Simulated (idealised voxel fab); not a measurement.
The process module that follows is named voxel self aligned contacts.
Displayed cross-section: cut, width of 145 nm, square cells sized 5 nm.
How to read a cross-section here: the picture is a grid of square cells, written as bands going from the top down, and any band can span one or more rows of cells. Within each band entry, the heights of the top and of the bottom of the band appear first, in that order and in nm; the materials of the band then follow from left to right, each with its corresponding width in nm. The designation "edge to edge" on a single material indicates that it fills the band from edge to edge; the designation "blank" indicates empty space. Note: height 0 marks the level under which the wafer is uniformly one material as received. Lowest band unbounded below, written "0..down". Graded width ("30 to 40"): value in top row of band = first number; value in bottom row = second number; row-to-row change constant. Step note "all unchanged" = no cross-section cell changed. If an empty space has no open way to the top and is at least 8 cells in size, "Catalogued sealed voids" lists it, written width x height at distance, where distance is measured from the left edge and every value is in nm. Note: text after step settings on the step line = simulator remark on that step. Steps that use a mask can have "overlay nm" on their line. It says how far the mask sat to the right of where it was meant to be. Negative means to the left.

PROCESS STEPS FORESEEN IN THE PLAN
- 1: RECEIVE,material Si
- 2: OXIDIZE,depth nm 5
- 3: DIRECTIONAL_DEP,material polySi,thk nm 20
- 4: DIRECTIONAL_DEP,material SiN,thk nm 15
- 5: DIRECTIONAL_DEP,material aC,thk nm 10
- 6: PATTERN,tone cover,mask id GATE,material resist,width nm 35,pitch nm 60,thk nm 30,overlay nm 0
- 7: DIRECTIONAL_ETCH,etch materials aC,depth nm 10
- 8: STRIP,etch materials resist
- 9: DIRECTIONAL_ETCH,etch materials SiN,depth nm 15
- 10: DIRECTIONAL_ETCH,etch materials polySi,depth nm 20
- 11: STRIP,etch materials aC
- 12: CONFORMAL_DEP,material SiN,thk nm 5
- 13: DIRECTIONAL_ETCH,etch materials SiN,depth nm 5
- 14: FILL_DEP,material SiO2,thk nm 15
- 15: CMP,height nm 40
- 16: MASKED_ETCH,tone open,mask id CONTACT,width nm 35,etch materials SiO2,depth nm 45,overlay nm 0
- 17: CONFORMAL_DEP,material TiN,thk nm 5
- 18: FILL_DEP,material Ru,thk nm 5
- 19: CMP,height nm 40
- 20: CONFORMAL_DEP,material SiN,thk nm 5

CROSS-SECTION OF THE WAFER AT RECEIPT, WHICH IS THE CONDITION AFTER STEP 1
* 0..down: Si edge to edge
* Catalogued sealed voids: none

WAFER CROSS-SECTION AT END OF MODULE: START AND PLAN AS SHOWN ABOVE, ONE EXECUTION ERROR
* 45..40: SiN edge to edge
* 40..35: SiO2 (55); TiN (10); Ru (15); TiN (10); SiO2 (55)
* 35..20: SiO2 (25); SiN (35); TiN (5); Ru (15); TiN (5); SiN (35); SiO2 (25)
* 20..0: SiO2 (25); SiN (5); polySi (25); SiN (5); TiN (5); Ru (15); TiN (5); SiN (5); polySi (25); SiN (5); SiO2 (25)
* 0..-5: SiO2 (60); TiN (25); SiO2 (60)
* -5..down: Si edge to edge
* Catalogued sealed voids: none
Here's what went sideways: rather than as planned, step 6 actually ran as PATTERN,tone cover,mask id GATE,material resist,width nm 25,pitch nm 60,thk nm 30,overlay nm 0
